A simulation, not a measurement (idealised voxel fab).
Herein follows the process module entitled voxel capacitor over wiring.
Cross-sectional view cut (width: 240 nm; square cell size: 5 nm).
If you're reading a cross-section in this doc, picture square cells in a grid; it comes to you as bands, top ones listed first down to the bottom, and a band can be one or more rows of cells.
First you get the band's top height and its bottom height, in nm, and then the materials it's made of, left to right, with each width in nm. If you see a single material with "full width", that one covers the band edge to edge. "air" is empty space.
Where do heights start? At 0: under that level the wafer as delivered is made of one material only. And the lowest band has no floor; it just carries on downward, as in "0 nm and below".
The expression "30->40" gives the width at the extremes of the band, the first number at its top row of cells and the second at its bottom row, with the width changing by equal amounts from each row to the next in between.
It should be understood that the words "nothing got changed", when stated for a given step, signify that the cross-section underwent no change in any of its cells during that step.
Each empty space that has no open way to the top and spans at least 8 cells appears under "Closed void table" as width x height at distance, the distance counted from the left edge, all in nm.
after a step's settings: what the simulator itself notes on the step
A step's line can hold "overlay nm"; with a mask on that step, the setting says how far right of the planned place the mask lay, while a negative setting says it lay to the left.

Process steps - plan
1: RECEIVE (material Si)
2: CONFORMAL_DEP (material SiO2; thk nm 15)
3: CONFORMAL_DEP (material SiN; thk nm 5)
4: DIRECTIONAL_DEP (material SiO2; thk nm 15)
5: MASKED_ETCH (tone open; mask id METAL_1; width nm 20; pitch nm 70; etch materials SiO2; depth nm 15; overlay nm 0)
6: MASKED_ETCH (tone open; mask id METAL_1; width nm 20; pitch nm 70; etch materials SiN; depth nm 5; overlay nm 0)
7: CONFORMAL_DEP (material TiN; thk nm 5)
8: FILL_DEP (material W; thk nm 5)
9: CMP (height nm 35)
10: CONFORMAL_DEP (material SiCN; thk nm 5)
11: DIRECTIONAL_DEP (material SiO2; thk nm 10)
12: PATTERN (tone open; mask id PLUG_1; material resist; width nm 15; thk nm 20; overlay nm 0)
13: DIRECTIONAL_ETCH (etch materials SiO2; depth nm 10)
14: DIRECTIONAL_ETCH (etch materials SiCN; depth nm 5)
15: STRIP (etch materials resist)
16: CONFORMAL_DEP (material TiN; thk nm 5)
17: FILL_DEP (material Cu; thk nm 5)
18: CMP (height nm 50)
19: DIRECTIONAL_DEP (material TiN; thk nm 5)
20: DIRECTIONAL_DEP (material Al2O3; thk nm 5)
21: DIRECTIONAL_DEP (material TiN; thk nm 5)
22: MASKED_ETCH (tone cover; mask id UPPER_PLATE; width nm 55; etch materials TiN; depth nm 5; overlay nm 0)
23: MASKED_ETCH (tone cover; mask id UPPER_PLATE; width nm 55; etch materials Al2O3; depth nm 5; overlay nm 0)
24: DIRECTIONAL_DEP (material aC; thk nm 15)
25: PATTERN (tone cover; mask id LOWER_PLATE; material resist; width nm 65; thk nm 35; overlay nm 0)
26: DIRECTIONAL_ETCH (etch materials aC; depth nm 15)
27: STRIP (etch materials resist)
28: DIRECTIONAL_ETCH (etch materials TiN; depth nm 5)
29: STRIP (etch materials aC)
30: FILL_DEP (material SiO2; thk nm 20)
31: CMP (height nm 80)
32: MASKED_ETCH (tone open; mask id PLUG_2; width nm 15; etch materials SiO2; depth nm 15; overlay nm 0)
33: CONFORMAL_DEP (material TiN; thk nm 5)
34: FILL_DEP (material Cu; thk nm 5)
35: CMP (height nm 80)
36: CONFORMAL_DEP (material SiN; thk nm 5)
Wafers differ in width nm at step 32; plan lists the first wafer's value; identical starting state.

First wafer as received, after step 1
> 0 nm and below  Si full width
> Closed void table: none

After the module's final step, step 36: the first of several wafers in cross-section
> 85 nm to 80 nm  SiN full width
> 80 nm to 70 nm  SiO2 90  TiN 5  Cu 5  TiN 5  SiO2 135
> 70 nm to 60 nm  SiO2 90->80  TiN 15->55  SiO2 135->105
> 60 nm to 55 nm  SiO2 80  Al2O3 55  SiO2 105
> 55 nm to 50 nm  SiO2 75  TiN 65  SiO2 100
> 50 nm to 40 nm  SiO2 80  TiN 5  Cu 5  TiN 5  SiO2 145
> 40 nm to 35 nm  SiCN 80  TiN 15  SiCN 145
> 35 nm to 20 nm  SiO2 75  TiN 5  W 10  TiN 5  SiO2 50  TiN 5  W 10  TiN 5  SiO2 75
> 20 nm to 15 nm  SiN 75  TiN 20  SiN 50  TiN 20  SiN 75
> 15 nm to 0 nm  SiO2 full width
> 0 nm and below  Si full width
> Closed void table: none

The final wafer, sectioned at module end
> 85 nm to 80 nm  SiN full width
> 80 nm to 70 nm  SiO2 85  TiN 5  Cu 20  TiN 5  SiO2 125
> 70 nm to 60 nm  SiO2 85->80  TiN 30->55  SiO2 125->105
> 60 nm to 55 nm  SiO2 80  Al2O3 55  SiO2 105
> 55 nm to 50 nm  SiO2 75  TiN 65  SiO2 100
> 50 nm to 40 nm  SiO2 80  TiN 5  Cu 5  TiN 5  SiO2 145
> 40 nm to 35 nm  SiCN 80  TiN 15  SiCN 145
> 35 nm to 20 nm  SiO2 75  TiN 5  W 10  TiN 5  SiO2 50  TiN 5  W 10  TiN 5  SiO2 75
> 20 nm to 15 nm  SiN 75  TiN 20  SiN 50  TiN 20  SiN 75
> 15 nm to 0 nm  SiO2 full width
> 0 nm and below  Si full width
> Closed void table: none

Per-wafer rows below. For each material: cells gained (+) or lost (-) since the wafer was received, as of end of module. Then: closed voids
width nm 15, +11 Al2O3, +4 Cu, +45 SiCN, +88 SiN, +598 SiO2, +58 TiN, +12 W, Closed void table: none
width nm 20, +11 Al2O3, +6 Cu, +45 SiCN, +88 SiN, +595 SiO2, +59 TiN, +12 W, Closed void table: none
width nm 25, +11 Al2O3, +8 Cu, +45 SiCN, +88 SiN, +592 SiO2, +60 TiN, +12 W, Closed void table: none
width nm 30, +11 Al2O3, +10 Cu, +45 SiCN, +88 SiN, +589 SiO2, +61 TiN, +12 W, Closed void table: none
